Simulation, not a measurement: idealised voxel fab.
process module | voxel capacitor over wiring
cross-section cut | 225 nm wide | cells 5 nm
A cross-section is a grid of square cells, given in bands from the top down. A band is one or more rows of cells.
Each band's line starts with the height of the band's top and of its bottom, in nm. Then come its materials from left to right, each with its width in nm. One material with "throughout" fills the band from edge to edge. "air" is empty space.
Height 0 is the level under which the wafer as received is all one material. The lowest band goes on downwards, as in "0 down".
A width such as "30 to 40" changes by the same amount from each row of cells to the next, from the band's top row to its bottom row.
"no change" after a step means that no cell of the cross-section changed.
closed voids: empty space of 8 cells or more with no open way to the top, each as width x height at its distance from the left edge, in nm
after a step's settings: what the simulator itself notes on the step
overlay nm, on a step with a mask: how far to the right of its planned place the mask lay; to the left if negative
plan
1 op RECEIVE | material Si
2 op CONFORMAL_DEP | material SiO2 | thk nm 10
3 op CONFORMAL_DEP | material SiN | thk nm 5
4 op DIRECTIONAL_DEP | material lowk | thk nm 25
5 op DIRECTIONAL_DEP | material aC | thk nm 15
6 op PATTERN | tone open | mask id METAL_1 | material resist | width nm 25 | pitch nm 80 | thk nm 30 | overlay nm 0
7 op DIRECTIONAL_ETCH | etch materials aC | depth nm 15
8 op STRIP | etch materials resist
9 op DIRECTIONAL_ETCH | etch materials lowk | depth nm 25
10 op DIRECTIONAL_ETCH | etch materials SiN | depth nm 5
11 op STRIP | etch materials aC
12 op CONFORMAL_DEP | material TiN | thk nm 5
13 op FILL_DEP | material Ru | thk nm 5
14 op CMP | height nm 40
15 op EPI | material Ru | thk nm 5
16 op FILL_DEP | material SiCN | thk nm 5
17 op DIRECTIONAL_DEP | material lowk | thk nm 20
18 op DIRECTIONAL_DEP | material aC | thk nm 10
19 op PATTERN | tone open | mask id PLUG_1 | material resist | width nm 15 | thk nm 25 | overlay nm 0
20 op DIRECTIONAL_ETCH | etch materials aC | depth nm 10
21 op STRIP | etch materials resist
22 op DIRECTIONAL_ETCH | etch materials lowk | depth nm 20
23 op DIRECTIONAL_ETCH | etch materials SiCN | depth nm 5
24 op STRIP | etch materials aC
25 op EPI | material Ru | thk nm 10
26 op EPI | material Ru | thk nm 10
27 op EPI | material Ru | thk nm 5
28 op DIRECTIONAL_DEP | material TiN | thk nm 10
29 op DIRECTIONAL_DEP | material HfO2 | thk nm 5
30 op DIRECTIONAL_DEP | material TiN | thk nm 10
31 op MASKED_ETCH | tone cover | mask id UPPER_PLATE | width nm 60 | etch materials TiN | depth nm 10 | overlay nm 0
32 op MASKED_ETCH | tone cover | mask id UPPER_PLATE | width nm 60 | etch materials HfO2 | depth nm 5 | overlay nm -15
33 op MASKED_ETCH | tone cover | mask id LOWER_PLATE | width nm 70 | etch materials TiN | depth nm 10 | overlay nm 0
34 op FILL_DEP | material SiO2 | thk nm 15
35 op CMP | height nm 105
36 op MASKED_ETCH | tone open | mask id PLUG_2 | width nm 15 | etch materials SiO2 | depth nm 10 | overlay nm 0
37 op CONFORMAL_DEP | material TiN | thk nm 5
38 op FILL_DEP | material W | thk nm 10
39 op CMP | height nm 105
40 op CONFORMAL_DEP | material SiCN | thk nm 5
varied across the wafers: overlay nm of step 32. The plan shows the first wafer's value. All wafers start alike
first wafer as received, after step 1
  0 down: Si throughout
  closed voids: none
first wafer at the end, after step 40
  110 to 105: SiCN throughout
  105 to 100: SiO2 80 | TiN 5 | W 5 | TiN 5 | SiO2 130
  100 to 95: SiO2 80 | TiN 15 | SiO2 130
  95 to 85: SiO2 70 | TiN 60 | SiO2 95
  85 to 80: SiO2 55 | HfO2 75 | SiO2 95
  80 to 70: SiO2 55 | TiN 80 | SiO2 90
  70 to 50: lowk 70 | Ru 15 | lowk 140
  50 to 45: SiCN 70 | Ru 15 | SiCN 140
  45 to 40: SiCN 55 | Ru 35 | SiCN 45 | Ru 35 | SiCN 55
  40 to 15: lowk 60 | TiN 5 | Ru 15 | TiN 5 | lowk 55 | TiN 5 | Ru 15 | TiN 5 | lowk 60
  15 to 10: SiN 60 | TiN 25 | SiN 55 | TiN 25 | SiN 60
  10 to 0: SiO2 throughout
  0 down: Si throughout
  closed voids: none
last wafer at the end
  110 to 105: SiCN throughout
  105 to 100: SiO2 80 | TiN 5 | W 5 | TiN 5 | SiO2 130
  100 to 95: SiO2 80 | TiN 15 | SiO2 130
  95 to 85: SiO2 70 | TiN 60 | SiO2 95
  85 to 80: SiO2 70 | HfO2 75 | SiO2 80
  80 to 70: SiO2 65 | TiN 80 | SiO2 80
  70 to 50: lowk 70 | Ru 15 | lowk 140
  50 to 45: SiCN 70 | Ru 15 | SiCN 140
  45 to 40: SiCN 55 | Ru 35 | SiCN 45 | Ru 35 | SiCN 55
  40 to 15: lowk 60 | TiN 5 | Ru 15 | TiN 5 | lowk 55 | TiN 5 | Ru 15 | TiN 5 | lowk 60
  15 to 10: SiN 60 | TiN 25 | SiN 55 | TiN 25 | SiN 60
  10 to 0: SiO2 throughout
  0 down: Si throughout
  closed voids: none
each wafer at the end: cells of each material gained (+) or lost (-) since it was received, then its closed voids
overlay nm -15 | +15 HfO2 | +59 Ru | +118 SiCN | +35 SiN | +328 SiO2 | +91 TiN | +1 W | +343 lowk | closed voids: none
overlay nm -10 | +14 HfO2 | +59 Ru | +118 SiCN | +35 SiN | +331 SiO2 | +89 TiN | +1 W | +343 lowk | closed voids: none
overlay nm -5 | +13 HfO2 | +59 Ru | +118 SiCN | +35 SiN | +334 SiO2 | +87 TiN | +1 W | +343 lowk | closed voids: none
overlay nm 0 | +12 HfO2 | +59 Ru | +118 SiCN | +35 SiN | +335 SiO2 | +87 TiN | +1 W | +343 lowk | closed voids: none
overlay nm 5 | +13 HfO2 | +59 Ru | +118 SiCN | +35 SiN | +334 SiO2 | +87 TiN | +1 W | +343 lowk | closed voids: none
overlay nm 10 | +14 HfO2 | +59 Ru | +118 SiCN | +35 SiN | +331 SiO2 | +89 TiN | +1 W | +343 lowk | closed voids: none
overlay nm 15 | +15 HfO2 | +59 Ru | +118 SiCN | +35 SiN | +328 SiO2 | +91 TiN | +1 W | +343 lowk | closed voids: none
